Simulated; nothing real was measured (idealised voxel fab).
This section sets out a process module, namely voxel released beams.
FYI the section here is cut, 195 nm wide, cells are 5 nm squares.
Just so we're on the same page, the cross-sections are grids of square cells, and they're listed out in bands top to bottom, each band one or more rows deep. Within each band entry, the heights of the top and of the bottom of the band appear first, in that order and in nm; the materials of the band then follow from left to right, each with its corresponding width in nm. The designation "all across" on a single material indicates that it fills the band from edge to edge; the designation "air" indicates empty space. Ref level 0: as-received wafer is one material below here. Bottom band extends down with no lower bound ("0..down"). The expression "30..40" gives the width at the extremes of the band, the first number at its top row of cells and the second at its bottom row, with the width changing by equal amounts from each row to the next in between. Reading "everything unchanged" for a step: not a cell of the cross-section changed in it. The label "Enclosed void catalog" introduces a list of the empty spaces, 8 cells or larger, that have no open way up to the top; each entry in it reads width x height at distance, where the distance is taken from the left edge and all three are stated in nm. Heads up: the bit after the settings on a step's line is the simulator's remark on that step. Steps that use a mask can have "overlay nm" on their line. It says how far the mask sat to the right of where it was meant to be. Negative means to the left.

## List of planned process steps
step 1: RECEIVE: material Si
step 2: CONFORMAL_DEP: material SiN, thk nm 10
step 3: DIRECTIONAL_DEP: material SiO2, thk nm 10
step 4: DIRECTIONAL_DEP: material aC, thk nm 10
step 5: PATTERN: tone open, mask id ANCHOR, material resist, width nm 45, thk nm 25, overlay nm 0
step 6: DIRECTIONAL_ETCH: etch materials aC, depth nm 10
step 7: STRIP: etch materials resist
step 8: DIRECTIONAL_ETCH: etch materials SiO2, depth nm 10
step 9: STRIP: etch materials aC
step 10: CONFORMAL_DEP: material polySi, thk nm 15
step 11: DIRECTIONAL_DEP: material aC, thk nm 15
step 12: PATTERN: tone cover, mask id BEAM, material resist, width nm 100, thk nm 30, overlay nm -15
step 13: DIRECTIONAL_ETCH: etch materials aC, depth nm 15
step 14: STRIP: etch materials resist
step 15: DIRECTIONAL_ETCH: etch materials polySi, depth nm 15
step 16: STRIP: etch materials aC
step 17: STRIP: etch materials SiO2
Wafers differ in overlay nm at step 12; plan lists the first wafer's value; identical starting state.

## After step 1, as received: first of several wafers, cross-section
	0..down  Si all across
	Enclosed void catalog: none

## Where each wafer stands at the end of the module, a row apiece: cells of each material gained (+) or lost (-) since it was received, then closed voids
overlay nm -15 | +78 SiN | +72 polySi | Enclosed void catalog: none
overlay nm -10 | +78 SiN | +72 polySi | Enclosed void catalog: none
overlay nm -5 | +78 SiN | +72 polySi | Enclosed void catalog: none
overlay nm 0 | +78 SiN | +72 polySi | Enclosed void catalog: none
overlay nm 5 | +78 SiN | +72 polySi | Enclosed void catalog: none
overlay nm 10 | +78 SiN | +72 polySi | Enclosed void catalog: none
overlay nm 15 | +78 SiN | +72 polySi | Enclosed void catalog: none
